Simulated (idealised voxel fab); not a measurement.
Herein follows the process module entitled voxel capacitor over wiring.
Cross-sectional view cut (width: 225 nm; square cell size: 5 nm).
In this document a cross-section is written as a grid of square cells. It is given as a series of bands, listed from the top down, and a band is one or more rows of cells.
Each band's line starts with the height of the band's top and of its bottom, in nm. Then come its materials from left to right, each with its width in nm. One material with "everywhere" fills the band from edge to edge. "empty" is empty space.
For the purposes of this specification, 0 denotes the height below which the wafer in its as-received condition is composed wholly of one material, and the lowermost band, lacking a lower limit, extends downward without end, as expressed in "0 and below".
Per-row width for "30->40": begins at first number (top row of band), ends at second number (bottom row), increment between rows held constant.
For the purposes of this document, the phrase "identical to before" attached to a step denotes that no cell within the cross-section was modified by that step.
Basically, "Encapsulated voids" tells you about the enclosed voids: empty spaces with no open way to the top, 8 cells or bigger, each written width x height at distance, where distance is from the left edge, all in nm.
Post-settings text on a step line: simulator's own remark regarding the step.
overlay nm: mask offset rightward from planned place, masked step; negative means leftward offset.
[Planned step list for the process]
- 1: RECEIVE, material Si
- 2: CONFORMAL_DEP, material SiO2, thk nm 15
- 3: DIRECTIONAL_DEP, material TiN, thk nm 5
- 4: DIRECTIONAL_DEP, material W, thk nm 25
- 5: MASKED_ETCH, tone cover, mask id METAL_1, width nm 30, pitch nm 95, etch materials W, depth nm 25, overlay nm 0
- 6: MASKED_ETCH, tone cover, mask id METAL_1, width nm 30, pitch nm 95, etch materials TiN, depth nm 5, overlay nm 0
- 7: CONFORMAL_DEP, material SiN, thk nm 5
- 8: FILL_DEP, material SiO2, thk nm 10
- 9: CMP, height nm 45
- 10: CONFORMAL_DEP, material SiCN, thk nm 5
- 11: DIRECTIONAL_DEP, material lowk, thk nm 20
- 12: DIRECTIONAL_DEP, material aC, thk nm 15
- 13: PATTERN, tone open, mask id PLUG_1, material resist, width nm 15, thk nm 30, overlay nm 0
- 14: DIRECTIONAL_ETCH, etch materials aC, depth nm 15
- 15: STRIP, etch materials resist
- 16: DIRECTIONAL_ETCH, etch materials lowk, depth nm 20
- 17: DIRECTIONAL_ETCH, etch materials SiCN, depth nm 5
- 18: STRIP, etch materials aC
- 19: EPI, material Ru, thk nm 10
- 20: EPI, material Ru, thk nm 10
- 21: EPI, material Ru, thk nm 5
- 22: DIRECTIONAL_DEP, material TiN, thk nm 10
- 23: DIRECTIONAL_DEP, material SiN, thk nm 5
- 24: DIRECTIONAL_DEP, material TiN, thk nm 10
- 25: DIRECTIONAL_DEP, material aC, thk nm 15
- 26: PATTERN, tone cover, mask id UPPER_PLATE, material resist, width nm 70, thk nm 35, overlay nm 0
- 27: DIRECTIONAL_ETCH, etch materials aC, depth nm 15
- 28: STRIP, etch materials resist
- 29: DIRECTIONAL_ETCH, etch materials TiN, depth nm 10
- 30: DIRECTIONAL_ETCH, etch materials SiN, depth nm 5
- 31: STRIP, etch materials aC
- 32: DIRECTIONAL_DEP, material aC, thk nm 10
- 33: PATTERN, tone cover, mask id LOWER_PLATE, material resist, width nm 80, thk nm 25, overlay nm 0
- 34: DIRECTIONAL_ETCH, etch materials aC, depth nm 10
- 35: STRIP, etch materials resist
- 36: DIRECTIONAL_ETCH, etch materials TiN, depth nm 10
- 37: STRIP, etch materials aC
- 38: FILL_DEP, material SiO2, thk nm 20
- 39: CMP, height nm 110
- 40: DIRECTIONAL_DEP, material aC, thk nm 15
- 41: PATTERN, tone open, mask id PLUG_2, material resist, width nm 15, thk nm 35, overlay nm 0
- 42: DIRECTIONAL_ETCH, etch materials aC, depth nm 15
- 43: STRIP, etch materials resist
- 44: DIRECTIONAL_ETCH, etch materials SiO2, depth nm 15
- 45: STRIP, etch materials aC
- 46: CONFORMAL_DEP, material TiN, thk nm 5
- 47: FILL_DEP, material Ru, thk nm 10
- 48: CMP, height nm 110
- 49: CONFORMAL_DEP, material SiCN, thk nm 5
[Cross-section: wafer on arrival = after step 1]
  0 and below | Si everywhere
  Encapsulated voids: none
[First of two wafers: cross-section at end of module, run per plan]
  115 down to 110 | SiCN everywhere
  110 down to 100 | SiO2 75 nm  TiN 5 nm  Ru 5 nm  TiN 5 nm  SiO2 135 nm
  100 down to 95 | SiO2 75 nm  TiN 15 nm  SiO2 135 nm
  95 down to 85 | SiO2 65 nm  TiN 70 nm  SiO2 90 nm
  85 down to 80 | SiO2 65 nm  SiN 70 nm  SiO2 90 nm
  80 down to 70 | SiO2 60 nm  TiN 80 nm  SiO2 85 nm
  70 down to 50 | lowk 65 nm  Ru 15 nm  lowk 145 nm
  50 down to 45 | SiCN 65 nm  Ru 15 nm  SiCN 145 nm
  45 down to 20 | SiO2 45 nm  SiN 5 nm  W 30 nm  SiN 5 nm  SiO2 55 nm  SiN 5 nm  W 30 nm  SiN 5 nm  SiO2 45 nm
  20 down to 15 | SiN 50 nm  TiN 30 nm  SiN 65 nm  TiN 30 nm  SiN 50 nm
  15 down to 0 | SiO2 everywhere
  0 and below | Si everywhere
  Encapsulated voids: none
[second wafer at the end: like start, like plan, one mistake]
  115 down to 110 | SiCN everywhere
  110 down to 100 | SiO2 75 nm  TiN 5 nm  Ru 5 nm  TiN 5 nm  SiO2 135 nm
  100 down to 95 | SiO2 75 nm  TiN 15 nm  SiO2 135 nm
  95 down to 85 | SiO2 60 nm  TiN 70 nm  SiO2 95 nm
  85 down to 80 | SiO2 60 nm  SiN 70 nm  SiO2 95 nm
  80 down to 70 | SiO2 60 nm  TiN 80 nm  SiO2 85 nm
  70 down to 50 | lowk 65 nm  Ru 15 nm  lowk 145 nm
  50 down to 45 | SiCN 65 nm  Ru 15 nm  SiCN 145 nm
  45 down to 20 | SiO2 45 nm  SiN 5 nm  W 30 nm  SiN 5 nm  SiO2 55 nm  SiN 5 nm  W 30 nm  SiN 5 nm  SiO2 45 nm
  20 down to 15 | SiN 50 nm  TiN 30 nm  SiN 65 nm  TiN 30 nm  SiN 50 nm
  15 down to 0 | SiO2 everywhere
  0 and below | Si everywhere
  Encapsulated voids: none
Diagnosis: note that step 26 departed from the planned setting and was carried out as PATTERN, tone cover, mask id UPPER_PLATE, material resist, width nm 70, thk nm 35, overlay nm -5
When the process is done, the second wafer contains the same cell count of every material as the first wafer, but distributed over other locations.
